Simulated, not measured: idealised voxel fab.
process module | voxel capacitor over wiring
In the cross-section labelled cut, the width is 210 nm and each square cell is 5 nm.
Throughout this document, each cross-section is represented as a grid of square cells and is presented as a sequence of bands enumerated from the top downward, where a band comprises one or more rows of cells. First you get the band's top height and its bottom height, in nm, and then the materials it's made of, left to right, with each width in nm. If you see a single material with "all across", that one covers the band edge to edge. "air" is empty space. Heights from 0 (as-received wafer is one material below). Bottom band endless downward, as "0 and below". A two-number width, for instance "30 to 40", indicates that the width is equal to the first number in the top row of the band and to the second number in the bottom row, and that it changes by a constant amount per row of cells. "no alterations made" (step): cross-section cells unchanged, all of them. The entry titled "Closed void roster" provides the empty spaces that have no open way to the top, restricted to those of 8 cells or more. Each is presented as width x height at distance, the distance being measured from the left edge, with all three in nm. Heads up: the bit after the settings on a step's line is the simulator's remark on that step. "overlay nm" answers the question of how far to the right of plan the mask lay on a step that has a mask, and when it is negative the answer is to the left.

### Steps in the process plan
1 op RECEIVE | material Si
2 op CONFORMAL_DEP | material SiO2 | thk nm 10
3 op CONFORMAL_DEP | material SiCN | thk nm 5
4 op DIRECTIONAL_DEP | material lowk | thk nm 25
5 op PATTERN | tone open | mask id METAL_1 | material resist | width nm 25 | pitch nm 90 | thk nm 20 | overlay nm 0
6 op DIRECTIONAL_ETCH | etch materials lowk | depth nm 25
7 op DIRECTIONAL_ETCH | etch materials SiCN | depth nm 5
8 op STRIP | etch materials resist
9 op CONFORMAL_DEP | material TiN | thk nm 5
10 op FILL_DEP | material Ru | thk nm 10
11 op CMP | height nm 40
12 op CONFORMAL_DEP | material SiCN | thk nm 5
13 op DIRECTIONAL_DEP | material SiO2 | thk nm 20
14 op PATTERN | tone open | mask id PLUG_1 | material resist | width nm 15 | thk nm 20 | overlay nm 0
15 op DIRECTIONAL_ETCH | etch materials SiO2 | depth nm 20
16 op DIRECTIONAL_ETCH | etch materials SiCN | depth nm 5
17 op STRIP | etch materials resist
18 op EPI | material Ru | thk nm 10
19 op EPI | material Ru | thk nm 10
20 op EPI | material Ru | thk nm 5
21 op DIRECTIONAL_DEP | material TiN | thk nm 5
22 op DIRECTIONAL_DEP | material Al2O3 | thk nm 5
23 op DIRECTIONAL_DEP | material TiN | thk nm 5
24 op DIRECTIONAL_DEP | material aC | thk nm 15
25 op PATTERN | tone cover | mask id UPPER_PLATE | material resist | width nm 70 | thk nm 35 | overlay nm 0
26 op DIRECTIONAL_ETCH | etch materials aC | depth nm 15
27 op STRIP | etch materials resist
28 op DIRECTIONAL_ETCH | etch materials TiN | depth nm 5
29 op DIRECTIONAL_ETCH | etch materials Al2O3 | depth nm 5
30 op STRIP | etch materials aC
31 op DIRECTIONAL_DEP | material aC | thk nm 10
32 op PATTERN | tone cover | mask id LOWER_PLATE | material resist | width nm 80 | thk nm 25 | overlay nm 0
33 op DIRECTIONAL_ETCH | etch materials aC | depth nm 10
34 op STRIP | etch materials resist
35 op DIRECTIONAL_ETCH | etch materials TiN | depth nm 5
36 op STRIP | etch materials aC
37 op FILL_DEP | material SiO2 | thk nm 20
38 op CMP | height nm 95
39 op PATTERN | tone open | mask id PLUG_2 | material resist | width nm 15 | thk nm 20 | overlay nm 0
40 op DIRECTIONAL_ETCH | etch materials SiO2 | depth nm 15
41 op STRIP | etch materials resist
42 op CONFORMAL_DEP | material TiN | thk nm 5
43 op FILL_DEP | material W | thk nm 10
44 op CMP | height nm 95
45 op CONFORMAL_DEP | material SiN | thk nm 5

### Cross-section of the incoming wafer, state after step 1
- 0 and below  Si all across
- Closed void roster: none

### Sectioned view, first of two wafers, at the close of the module, processed as intended in the plan
- 100 down to 95  SiN all across
- 95 down to 85  65 nm SiO2  5 nm TiN  5 nm W  5 nm TiN  130 nm SiO2
- 85 down to 75  65 to 55 nm SiO2  15 to 70 nm TiN  130 to 85 nm SiO2
- 75 down to 70  55 nm SiO2  70 nm Al2O3  85 nm SiO2
- 70 down to 65  50 nm SiO2  80 nm TiN  80 nm SiO2
- 65 down to 45  55 nm SiO2  15 nm Ru  140 nm SiO2
- 45 down to 40  55 nm SiCN  15 nm Ru  140 nm SiCN
- 40 down to 15  45 nm lowk  5 nm TiN  15 nm Ru  5 nm TiN  65 nm lowk  5 nm TiN  15 nm Ru  5 nm TiN  50 nm lowk
- 15 down to 10  45 nm SiCN  25 nm TiN  65 nm SiCN  25 nm TiN  50 nm SiCN
- 10 down to 0  SiO2 all across
- 0 and below  Si all across
- Closed void roster: none

### Presented here is a cross-section of the second of the two wafers as it stood at the end of the module. It was started in the same manner and assigned the same plan as the first wafer; however, one mistake was made in its execution
- 100 down to 95  SiN all across
- 95 down to 85  65 nm SiO2  5 nm TiN  5 nm W  5 nm TiN  130 nm SiO2
- 85 down to 75  65 to 70 nm SiO2  15 to 55 nm TiN  130 to 85 nm SiO2
- 75 down to 70  70 nm SiO2  55 nm Al2O3  85 nm SiO2
- 70 down to 65  50 nm SiO2  80 nm TiN  80 nm SiO2
- 65 down to 60  55 nm SiO2  15 nm Al2O3  140 nm SiO2
- 60 down to 55  55 nm SiO2  15 nm TiN  140 nm SiO2
- 55 down to 45  55 nm SiO2  15 nm Ru  140 nm SiO2
- 45 down to 40  55 nm SiCN  15 nm Ru  140 nm SiCN
- 40 down to 15  45 nm lowk  5 nm TiN  15 nm Ru  5 nm TiN  65 nm lowk  5 nm TiN  15 nm Ru  5 nm TiN  50 nm lowk
- 15 down to 10  45 nm SiCN  25 nm TiN  65 nm SiCN  25 nm TiN  50 nm SiCN
- 10 down to 0  SiO2 all across
- 0 and below  Si all across
- Closed void roster: none
What was the processing mistake? one of the identical steps 18 and 19 was skipped, and it is impossible to tell which
Final wafer comparison in cells, second versus first, more or fewer per material: Ru: 6 fewer; SiO2: 6 more
